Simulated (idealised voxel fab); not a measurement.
Process module heading - voxel wiring stack
This is section cut - it's 260 nm across, gridded in 5 nm square cells.
Each cross-section below is a grid of square cells, stated as bands in top-down order, with one or more rows of cells making up each band. Read a band's entry like this: the first values are the height of its top and the height of its bottom in nm, and what follows is the sequence of materials from left to right, each with its width in nm. Note that "blank" is empty space, and that a single material marked "full width" reaches across the band from edge to edge. Below 0: as-received wafer, all one material; heights counted from there. Lowest band: no bottom, goes on down, written "0 -> down". Top row gets the first number, bottom row gets the second, and each row in between changes by the same step: that is how a band width like "30..40" works. Any step labelled "left unchanged" changed none of the cells in the cross-section. "Unvented cavities" means: voids of 8 cells or more that are shut off from the top with no open way through. Written width x height at distance, distance from the left edge, in nm. Post-settings text on a step line: simulator's own remark regarding the step. On any step carrying a mask, the "overlay nm" setting, if present on the step's line, tells how far right of its planned place the mask lay; negative values point to the left.

This section lists the process steps that were planned:
1 op RECEIVE | material Si
2 op CONFORMAL_DEP | material SiO2 | thk nm 15
3 op DIRECTIONAL_DEP | material TiN | thk nm 5
4 op DIRECTIONAL_DEP | material W | thk nm 20
5 op PATTERN | tone cover | mask id METAL_1 | material resist | width nm 20 | pitch nm 45 | thk nm 15 | overlay nm 0
6 op DIRECTIONAL_ETCH | etch materials W | depth nm 20
7 op DIRECTIONAL_ETCH | etch materials TiN | depth nm 5
8 op STRIP | etch materials resist
9 op FILL_DEP | material SiO2 | thk nm 10
10 op CMP | height nm 40
11 op CONFORMAL_DEP | material SiCN | thk nm 5
12 op DIRECTIONAL_DEP | material lowk | thk nm 30
13 op DIRECTIONAL_DEP | material aC | thk nm 10
14 op PATTERN | tone open | mask id METAL_2_HOLES | material resist | width nm 15 | pitch nm 90 | thk nm 30 | overlay nm 0
15 op DIRECTIONAL_ETCH | etch materials aC | depth nm 10
16 op STRIP | etch materials resist
17 op DIRECTIONAL_ETCH | etch materials lowk | depth nm 30
18 op STRIP | etch materials aC
19 op PATTERN | tone open | mask id METAL_2 | material resist | width nm 20 | pitch nm 45 | thk nm 15 | overlay nm 0
20 op DIRECTIONAL_ETCH | etch materials lowk | depth nm 20
21 op DIRECTIONAL_ETCH | etch materials SiCN | depth nm 5
22 op STRIP | etch materials resist
23 op CONFORMAL_DEP | material TiN | thk nm 5
24 op FILL_DEP | material Ru | thk nm 5
25 op CMP | height nm 75
26 op CONFORMAL_DEP | material SiCN | thk nm 5
27 op DIRECTIONAL_DEP | material lowk | thk nm 10
28 op DIRECTIONAL_DEP | material aC | thk nm 15
29 op PATTERN | tone open | mask id PLUG_2 | material resist | width nm 15 | pitch nm 45 | thk nm 30 | overlay nm 0
30 op DIRECTIONAL_ETCH | etch materials aC | depth nm 15
31 op STRIP | etch materials resist
32 op DIRECTIONAL_ETCH | etch materials lowk | depth nm 10
33 op DIRECTIONAL_ETCH | etch materials SiCN | depth nm 5
34 op STRIP | etch materials aC
35 op CONFORMAL_DEP | material TiN | thk nm 5
36 op FILL_DEP | material Ru | thk nm 10
37 op CMP | height nm 90
38 op DIRECTIONAL_DEP | material TiN | thk nm 5
39 op DIRECTIONAL_DEP | material W | thk nm 15
40 op PATTERN | tone cover | mask id METAL_3 | material resist | width nm 20 | pitch nm 45 | thk nm 15 | overlay nm 0
41 op DIRECTIONAL_ETCH | etch materials W | depth nm 15
42 op DIRECTIONAL_ETCH | etch materials TiN | depth nm 5
43 op STRIP | etch materials resist
44 op FILL_DEP | material lowk | thk nm 5
45 op CMP | height nm 110
46 op CONFORMAL_DEP | material SiN | thk nm 5

Cross-section of the wafer as it came to us, i.e., already through step 1:
> 0 -> down: Si full width
> Unvented cavities: none

End-of-module cross-section of the first of two wafers, processed as planned:
> 115 -> 110: SiN full width
> 110 -> 95: 50 of lowk, then 20 of W, then 25 of lowk, then 20 of W, then 25 of lowk, then 20 of W, then 25 of lowk, then 20 of W, then 55 of lowk
> 95 -> 90: 50 of lowk, then 20 of TiN, then 25 of lowk, then 20 of TiN, then 25 of lowk, then 20 of TiN, then 25 of lowk, then 20 of TiN, then 55 of lowk
> 90 -> 80: 50 of lowk, then 5 of TiN, then 5 of Ru, then 5 of TiN, then 30 of lowk, then 5 of TiN, then 5 of Ru, then 5 of TiN, then 30 of lowk, then 5 of TiN, then 5 of Ru, then 5 of TiN, then 30 of lowk, then 5 of TiN, then 5 of Ru, then 5 of TiN, then 60 of lowk
> 80 -> 75: 50 of SiCN, then 15 of TiN, then 30 of SiCN, then 15 of TiN, then 30 of SiCN, then 15 of TiN, then 30 of SiCN, then 15 of TiN, then 60 of SiCN
> 75 -> 60: 50 of lowk, then 5 of TiN, then 10 of Ru, then 5 of TiN, then 25 of lowk, then 5 of TiN, then 10 of Ru, then 5 of TiN, then 25 of lowk, then 5 of TiN, then 10 of Ru, then 5 of TiN, then 25 of lowk, then 5 of TiN, then 10 of Ru, then 5 of TiN, then 55 of lowk
> 60 -> 55: 50 of lowk, then 5 of TiN, then 5 of Ru, then 10 of TiN, then 25 of lowk, then 20 of TiN, then 25 of lowk, then 5 of TiN, then 5 of Ru, then 10 of TiN, then 25 of lowk, then 20 of TiN, then 55 of lowk
> 55 -> 45: 50 of lowk, then 5 of TiN, then 5 of Ru, then 5 of TiN, then 75 of lowk, then 5 of TiN, then 5 of Ru, then 5 of TiN, then 105 of lowk
> 45 -> 40: 50 of SiCN, then 15 of TiN, then 75 of SiCN, then 15 of TiN, then 105 of SiCN
> 40 -> 20: 50 of SiO2, then 20 of W, then 25 of SiO2, then 20 of W, then 25 of SiO2, then 20 of W, then 25 of SiO2, then 20 of W, then 55 of SiO2
> 20 -> 15: 50 of SiO2, then 20 of TiN, then 25 of SiO2, then 20 of TiN, then 25 of SiO2, then 20 of TiN, then 25 of SiO2, then 20 of TiN, then 55 of SiO2
> 15 -> 0: SiO2 full width
> 0 -> down: Si full width
> Unvented cavities: none

End-of-module cross-section of the second wafer: identical starting point and process plan to the first, with one processing mistake:
> 115 -> 110: SiN full width
> 110 -> 95: 50 of lowk, then 20 of W, then 25 of lowk, then 20 of W, then 25 of lowk, then 20 of W, then 25 of lowk, then 20 of W, then 55 of lowk
> 95 -> 90: 50 of lowk, then 20 of TiN, then 25 of lowk, then 20 of TiN, then 25 of lowk, then 20 of TiN, then 25 of lowk, then 20 of TiN, then 55 of lowk
> 90 -> 80: 50 of lowk, then 5 of TiN, then 5 of Ru, then 5 of TiN, then 30 of lowk, then 5 of TiN, then 5 of Ru, then 5 of TiN, then 30 of lowk, then 5 of TiN, then 5 of Ru, then 5 of TiN, then 30 of lowk, then 5 of TiN, then 5 of Ru, then 5 of TiN, then 60 of lowk
> 80 -> 75: 50 of SiCN, then 15 of TiN, then 30 of SiCN, then 15 of TiN, then 30 of SiCN, then 15 of TiN, then 30 of SiCN, then 15 of TiN, then 60 of SiCN
> 75 -> 60: 50 of lowk, then 5 of TiN, then 10 of Ru, then 5 of TiN, then 25 of lowk, then 5 of TiN, then 10 of Ru, then 5 of TiN, then 25 of lowk, then 5 of TiN, then 10 of Ru, then 5 of TiN, then 25 of lowk, then 5 of TiN, then 10 of Ru, then 5 of TiN, then 55 of lowk
> 60 -> 55: 50 of lowk, then 5 of TiN, then 5 of Ru, then 10 of TiN, then 25 of lowk, then 20 of TiN, then 25 of lowk, then 5 of TiN, then 5 of Ru, then 10 of TiN, then 25 of lowk, then 20 of TiN, then 55 of lowk
> 55 -> 45: 50 of lowk, then 5 of TiN, then 5 of Ru, then 5 of TiN, then 75 of lowk, then 5 of TiN, then 5 of Ru, then 5 of TiN, then 105 of lowk
> 45 -> 40: 50 of SiCN, then 15 of TiN, then 75 of SiCN, then 15 of TiN, then 105 of SiCN
> 40 -> 35: SiO2 full width
> 35 -> 15: 50 of SiO2, then 20 of W, then 25 of SiO2, then 20 of W, then 25 of SiO2, then 20 of W, then 25 of SiO2, then 20 of W, then 55 of SiO2
> 15 -> 0: SiO2 full width
> 0 -> down: Si full width
> Unvented cavities: none
What was the processing mistake? step 3 of the plan never got run, it was skipped over
Bottom line after processing is that, in cells, the second wafer is up or down on some materials versus the first: +16 SiO2, -16 TiN
